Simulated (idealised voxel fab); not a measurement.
voxel ribs on slabs: a process module
Each square cell in cross-section cut measures 5 nm, and the section as a whole is 195 nm wide.
If you're reading a cross-section in this doc, picture square cells in a grid; it comes to you as bands, top ones listed first down to the bottom, and a band can be one or more rows of cells.
Quick guide to a band line: top height, bottom height (nm) up front; then every material left to right with its width in nm. Only one material and it's marked "edge to edge"? Then it fills the band edge to edge. And "empty" just means empty space.
For the purposes of this specification, 0 denotes the height below which the wafer in its as-received condition is composed wholly of one material, and the lowermost band, lacking a lower limit, extends downward without end, as expressed in "0 nm and below".
The notation "30->40" denotes a width that varies across the rows of cells in the band, beginning at the first number in the top row, finishing at the second number in the bottom row, and changing by an identical amount from each row to the next.
A step reported as "no modification" is a step in which no cell of the cross-section changed.
"Closed cavities" means: voids of 8 cells or more that are shut off from the top with no open way through. Written width x height at distance, distance from the left edge, in nm.
On a step's line, text after the settings is the simulator commenting on that step.
What "overlay nm" on a step's line means: if the step has a mask, that mask lay this far to the right of its planned place, or, when the value is negative, to the left.

Plan
1. RECEIVE,material Si
2. DIRECTIONAL_DEP,material SiO2,thk nm 25
3. DIRECTIONAL_DEP,material SiN,thk nm 15
4. MASKED_ETCH,tone cover,mask id RIB,width nm 25,etch materials SiN,depth nm 10,overlay nm 0
5. DIRECTIONAL_DEP,material aC,thk nm 15
6. PATTERN,tone cover,mask id SLAB,material resist,width nm 85,thk nm 35,overlay nm 0
7. DIRECTIONAL_ETCH,etch materials aC,depth nm 15
8. STRIP,etch materials resist
9. DIRECTIONAL_ETCH,etch materials SiN,depth nm 5
10. STRIP,etch materials aC
11. FILL_DEP,material SiO2,thk nm 20
12. CMP,height nm 55
13. DIRECTIONAL_DEP,material TiN,thk nm 10
14. MASKED_ETCH,tone cover,mask id HEATER,width nm 35,etch materials TiN,depth nm 10,overlay nm 0
15. CONFORMAL_DEP,material SiN,thk nm 5

Wafer at receipt (post step 1), cross-section
0 nm and below  Si edge to edge
Closed cavities: none

Same starting wafer, same plan as above, one mistake in the execution; this is the cross-section at the end of the module
70 nm to 65 nm  empty=75 | SiN=45 | empty=75
65 nm to 60 nm  empty=75 | SiN=5 | TiN=35 | SiN=5 | empty=75
60 nm to 55 nm  SiN=80 | TiN=35 | SiN=80
55 nm to 40 nm  SiO2 edge to edge
40 nm to 30 nm  SiO2=85 | SiN=25 | SiO2=85
30 nm to 25 nm  SiO2=55 | SiN=90 | SiO2=50
25 nm to 0 nm  SiO2 edge to edge
0 nm and below  Si edge to edge
Closed cavities: none
Run error: step 6, actual vs plan mismatch, actual run PATTERN,tone cover,mask id SLAB,material resist,width nm 90,thk nm 35,overlay nm 0
